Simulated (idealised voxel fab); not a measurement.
process module | voxel self aligned contacts
It is cross-section cut that appears here, measuring 185 nm in width, its square cells being 5 nm in size.
The cross-sections in this document take the form of a grid made of square cells. They are written out as bands, in order from top to bottom. Each band consists of one or more rows of cells.
The band entry comprises the height of the band's top followed by the height of its bottom, expressed in nm, and subsequently the band's materials from left to right, each stated together with its width in nm. Where a single material is marked with the word "all across", that material fills the band from edge to edge. The word "air" represents empty space.
Counting heights begins at 0, where everything beneath is, in the wafer as received, one material. The lowest band has no bottom; it goes on downwards, as "0..down" shows.
Width "30..40": first value at the band's top row of cells, second value at its bottom row, equal change from row to row.
Step marked "remains unaltered"? Then no cell in the cross-section changed in it.
"Enclosed void inventory" specifies each empty space that is not open to the top and that occupies no fewer than 8 cells, using the form width x height at distance, the distance measured from the left edge and all three quantities in nm.
Text after the settings on a step's line: the simulator's own remark on that step.
Regarding "overlay nm": on a step with a mask, it is the distance the mask lay to the right of its planned place; a negative value places it to the left.
# Set out below are the planned steps of the process
1 RECEIVE,material Si
2 CONFORMAL_DEP,material SiO2,thk nm 5
3 DIRECTIONAL_DEP,material polySi,thk nm 20
4 DIRECTIONAL_DEP,material SiN,thk nm 15
5 DIRECTIONAL_DEP,material aC,thk nm 10
6 PATTERN,tone cover,mask id GATE,material resist,width nm 30,pitch nm 65,thk nm 30,overlay nm 0
7 DIRECTIONAL_ETCH,etch materials aC,depth nm 10
8 STRIP,etch materials resist
9 DIRECTIONAL_ETCH,etch materials SiN,depth nm 15
10 DIRECTIONAL_ETCH,etch materials polySi,depth nm 20
11 STRIP,etch materials aC
12 CONFORMAL_DEP,material SiN,thk nm 5
13 DIRECTIONAL_ETCH,etch materials SiN,depth nm 5
14 FILL_DEP,material SiO2,thk nm 15
15 CMP,height nm 45
16 DIRECTIONAL_DEP,material aC,thk nm 15
17 PATTERN,tone open,mask id CONTACT,material resist,width nm 45,thk nm 30,overlay nm -15
18 DIRECTIONAL_ETCH,etch materials aC,depth nm 15
19 STRIP,etch materials resist
20 DIRECTIONAL_ETCH,etch materials SiO2,depth nm 45
21 STRIP,etch materials aC
22 CONFORMAL_DEP,material TiN,thk nm 5
23 FILL_DEP,material W,thk nm 10
24 CMP,height nm 45
25 CONFORMAL_DEP,material SiCN,thk nm 5
The wafers in this document start out alike and differ in the overlay nm applied at step 17; the plan shows the value used for the first wafer.
# Cross-section of the first of several received wafers, showing its state after step 1
- 0..down: Si all across
- Enclosed void inventory: none
# End of module: cross-section of the first of several wafers after step 25, the last step
- 50..45: SiCN all across
- 45..40: 55 of SiO2, 30 of TiN, 10 of W, 5 of TiN, 85 of SiO2
- 40..25: 40 of SiO2, 40 of SiN, 5 of TiN, 10 of W, 5 of TiN, 5 of SiO2, 40 of SiN, 40 of SiO2
- 25..5: 40 of SiO2, 5 of SiN, 30 of polySi, 5 of SiN, 5 of TiN, 10 of W, 5 of TiN, 5 of SiO2, 5 of SiN, 30 of polySi, 5 of SiN, 40 of SiO2
- 5..0: 80 of SiO2, 20 of TiN, 85 of SiO2
- 0..down: Si all across
- Enclosed void inventory: none
# Cross-sectional view of the final wafer of several at the module's end
- 50..45: SiCN all across
- 45..40: 85 of SiO2, 5 of TiN, 10 of W, 30 of TiN, 55 of SiO2
- 40..25: 40 of SiO2, 40 of SiN, 5 of SiO2, 5 of TiN, 10 of W, 5 of TiN, 40 of SiN, 40 of SiO2
- 25..5: 40 of SiO2, 5 of SiN, 30 of polySi, 5 of SiN, 5 of SiO2, 5 of TiN, 10 of W, 5 of TiN, 5 of SiN, 30 of polySi, 5 of SiN, 40 of SiO2
- 5..0: 85 of SiO2, 20 of TiN, 80 of SiO2
- 0..down: Si all across
- Enclosed void inventory: none
# Where each wafer stands at the end of the module, a row apiece: cells of each material gained (+) or lost (-) since it was received, then closed voids
overlay nm -15, +37 SiCN, +64 SiN, +180 SiO2, +25 TiN, +16 W, +48 polySi, Enclosed void inventory: none
overlay nm -10, +37 SiCN, +64 SiN, +172 SiO2, +25 TiN, +24 W, +48 polySi, Enclosed void inventory: none
overlay nm -5, +37 SiCN, +64 SiN, +172 SiO2, +25 TiN, +24 W, +48 polySi, Enclosed void inventory: none
overlay nm 0, +37 SiCN, +64 SiN, +172 SiO2, +25 TiN, +24 W, +48 polySi, Enclosed void inventory: none
overlay nm 5, +37 SiCN, +64 SiN, +172 SiO2, +25 TiN, +24 W, +48 polySi, Enclosed void inventory: none
overlay nm 10, +37 SiCN, +64 SiN, +172 SiO2, +25 TiN, +24 W, +48 polySi, Enclosed void inventory: none
overlay nm 15, +37 SiCN, +64 SiN, +180 SiO2, +25 TiN, +16 W, +48 polySi, Enclosed void inventory: none
